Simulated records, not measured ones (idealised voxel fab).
process module | voxel ribs on slabs
cross-section cut | 240 nm wide | cells 5 nm
A cross-section is a grid of square cells, given in bands from the top down. A band is one or more rows of cells.
Each band's line starts with the height of the band's top and of its bottom, in nm. Then come its materials from left to right, each with its width in nm. One material with "throughout" fills the band from edge to edge. "air" is empty space.
Height 0 is the level under which the wafer as received is all one material. The lowest band goes on downwards, as in "0 down".
A width such as "30 to 40" changes by the same amount from each row of cells to the next, from the band's top row to its bottom row.
"no change" after a step means that no cell of the cross-section changed.
closed voids: empty space of 8 cells or more with no open way to the top, each as width x height at its distance from the left edge, in nm
after a step's settings: what the simulator itself notes on the step
overlay nm, on a step with a mask: how far to the right of its planned place the mask lay; to the left if negative
plan
1 op RECEIVE | material Si
2 op DIRECTIONAL_DEP | material SiO2 | thk nm 25
3 op DIRECTIONAL_DEP | material polySi | thk nm 20
4 op PATTERN | tone cover | mask id RIB | material resist | width nm 30 | thk nm 20 | overlay nm 0
5 op DIRECTIONAL_ETCH | etch materials polySi | depth nm 5
6 op STRIP | etch materials resist
7 op DIRECTIONAL_DEP | material aC | thk nm 15
8 op PATTERN | tone cover | mask id SLAB | material resist | width nm 60 | thk nm 35 | overlay nm 0
9 op DIRECTIONAL_ETCH | etch materials aC | depth nm 15
10 op STRIP | etch materials resist
11 op DIRECTIONAL_ETCH | etch materials polySi | depth nm 15
12 op STRIP | etch materials aC
13 op FILL_DEP | material SiO2 | thk nm 30
14 op CMP | height nm 65
15 op DIRECTIONAL_DEP | material TiN | thk nm 5
16 op MASKED_ETCH | tone cover | mask id HEATER | width nm 40 | etch materials TiN | depth nm 5 | overlay nm 0
17 op CONFORMAL_DEP | material SiN | thk nm 5
as received, after step 1
  0 down: Si throughout
  closed voids: none
first wafer at the end, as planned
  75 to 70: air 95 | SiN 50 | air 95
  70 to 65: SiN 100 | TiN 40 | SiN 100
  65 to 45: SiO2 throughout
  45 to 40: SiO2 105 | polySi 30 | SiO2 105
  40 to 25: SiO2 90 | polySi 60 | SiO2 90
  25 to 0: SiO2 throughout
  0 down: Si throughout
  closed voids: none
second wafer at the end: like start, like plan, one mistake
  75 to 70: air 95 | SiN 50 | air 95
  70 to 65: SiN 100 | TiN 40 | SiN 100
  65 to 45: SiO2 throughout
  45 to 40: SiO2 105 | polySi 30 | SiO2 105
  40 to 25: SiO2 90 | polySi 65 | SiO2 85
  25 to 0: SiO2 throughout
  0 down: Si throughout
  closed voids: none
what went wrong: step 8 ran as: op PATTERN | tone cover | mask id SLAB | material resist | width nm 65 | thk nm 35 | overlay nm 0
at the end the second wafer has, in cells: 3 fewer of SiO2 | 3 more of polySi
